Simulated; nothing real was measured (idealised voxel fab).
process module | voxel spacer lines
cross-section cut | 300 nm wide | cells 5 nm
A cross-section is a grid of square cells, given in bands from the top down. A band is one or more rows of cells.
Each band's line starts with the height of the band's top and of its bottom, in nm. Then come its materials from left to right, each with its width in nm. One material with "throughout" fills the band from edge to edge. "air" is empty space.
Height 0 is the level under which the wafer as received is all one material. The lowest band goes on downwards, as in "0 down".
A width such as "30 to 40" changes by the same amount from each row of cells to the next, from the band's top row to its bottom row.
"no change" after a step means that no cell of the cross-section changed.
closed voids: empty space of 8 cells or more with no open way to the top, each as width x height at its distance from the left edge, in nm
after a step's settings: what the simulator itself notes on the step
overlay nm, on a step with a mask: how far to the right of its planned place the mask lay; to the left if negative
plan
1 op RECEIVE | material Si
2 op CONFORMAL_DEP | material SiO2 | thk nm 10
3 op DIRECTIONAL_DEP | material polySi | thk nm 15
4 op DIRECTIONAL_DEP | material aC | thk nm 25
5 op PATTERN | tone cover | mask id MANDREL | material resist | width nm 15 | pitch nm 50 | thk nm 30 | overlay nm 0
6 op DIRECTIONAL_ETCH | etch materials aC | depth nm 25
7 op STRIP | etch materials resist
8 op CONFORMAL_DEP | material SiN | thk nm 10
9 op DIRECTIONAL_ETCH | etch materials SiN | depth nm 10
10 op STRIP | etch materials aC
11 op DIRECTIONAL_ETCH | etch materials polySi | depth nm 15
12 op STRIP | etch materials SiN
13 op FILL_DEP | material lowk | thk nm 5
14 op CMP | height nm 25
as received, after step 1
  0 down: Si throughout
  closed voids: none
first wafer at the end, as planned
  25 to 10: lowk 105 | polySi 10 | lowk 15 | polySi 10 | lowk 15 | polySi 10 | lowk 15 | polySi 10 | lowk 110
  10 to 0: SiO2 throughout
  0 down: Si throughout
  closed voids: none
second wafer at the end: like start, like plan, one mistake
  25 to 10: lowk 110 | polySi 10 | lowk 15 | polySi 10 | lowk 15 | polySi 10 | lowk 15 | polySi 10 | lowk 105
  10 to 0: SiO2 throughout
  0 down: Si throughout
  closed voids: none
what went wrong: step 5 ran as: op PATTERN | tone cover | mask id MANDREL | material resist | width nm 15 | pitch nm 50 | thk nm 30 | overlay nm 5
at the end the second wafer has, in cells: as many of each material as the first, in other places
